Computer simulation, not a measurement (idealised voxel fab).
A process module follows: voxel air gaps.
Each square cell in cross-section cut measures 5 nm, and the section as a whole is 300 nm wide.
Reading order for cross-sections: top band down to bottom band. Underlying form: a grid of square cells. Band size: one or more rows of cells. Top, bottom (nm), then materials left to right with widths (nm); lone material tagged "full width" fills the whole band edge to edge; "air" = empty space. Height is counted from the level 0, under which the received wafer is composed throughout of one material. The lowest of the bands is not closed at the bottom but continues downward, in the notation "0 and below". The notation "30 to 40" denotes a width that varies across the rows of cells in the band, beginning at the first number in the top row, finishing at the second number in the bottom row, and changing by an identical amount from each row to the next. The cross-section has no changed cell in any step marked "no change". Listed in "Closed void listing": every empty space of 8 or more cells without an open way to the top. Form: width x height at distance, the distance being from the left edge, all in nm. Note: text after step settings on the step line = simulator remark on that step. A step line may carry the setting "overlay nm", which, for steps involving a mask, states the distance by which the mask lay to the right of its intended position; negative values denote displacement to the left.

The following list gives the planned process steps
1 RECEIVE,material Si
2 CONFORMAL_DEP,material SiO2,thk nm 10
3 CONFORMAL_DEP,material SiCN,thk nm 5
4 DIRECTIONAL_DEP,material SiO2,thk nm 40
5 MASKED_ETCH,tone open,mask id LINES,width nm 25,pitch nm 50,etch materials SiO2,depth nm 40,overlay nm 0
6 CONFORMAL_DEP,material TiN,thk nm 5
7 FILL_DEP,material Ru,thk nm 10
8 CMP,height nm 55
9 EPI,material Ru,thk nm 10
10 SELECTIVE_ETCH,etch materials SiO2,depth nm 50
11 CONFORMAL_DEP,material SiCN,thk nm 5

As-received wafer cross-section (after step 1)
> 0 and below  Si full width
> Closed void listing: none

Cross-section at module end, one run error; start and plan unchanged from above
> 70 down to 65  air (60), SiCN (155), air (85)
> 65 down to 55  air (60), SiCN (5), Ru (45), SiCN (5), Ru (45), SiCN (5), Ru (45), SiCN (5), air (85)
> 55 down to 50  air (60), SiCN (15), TiN (5), Ru (15), TiN (5), SiCN (25), TiN (5), Ru (15), TiN (5), SiCN (25), TiN (5), Ru (15), TiN (5), SiCN (15), air (85)
> 50 down to 20  air (70), SiCN (5), TiN (5), Ru (15), TiN (5), SiCN (5), air (15), SiCN (5), TiN (5), Ru (15), TiN (5), SiCN (5), air (15), SiCN (5), TiN (5), Ru (15), TiN (5), SiCN (5), air (95)
> 20 down to 15  SiCN (75), TiN (25), SiCN (25), TiN (25), SiCN (25), TiN (25), SiCN (100)
> 15 down to 10  SiCN full width
> 10 down to 0  SiO2 full width
> 0 and below  Si full width
> Closed void listing: 15 x 30 at 105; 15 x 30 at 155
Where did the run depart from the plan? planned and actual differ for step 5; actual: MASKED_ETCH,tone open,mask id LINES,width nm 25,pitch nm 50,etch materials SiO2,depth nm 40,overlay nm -10
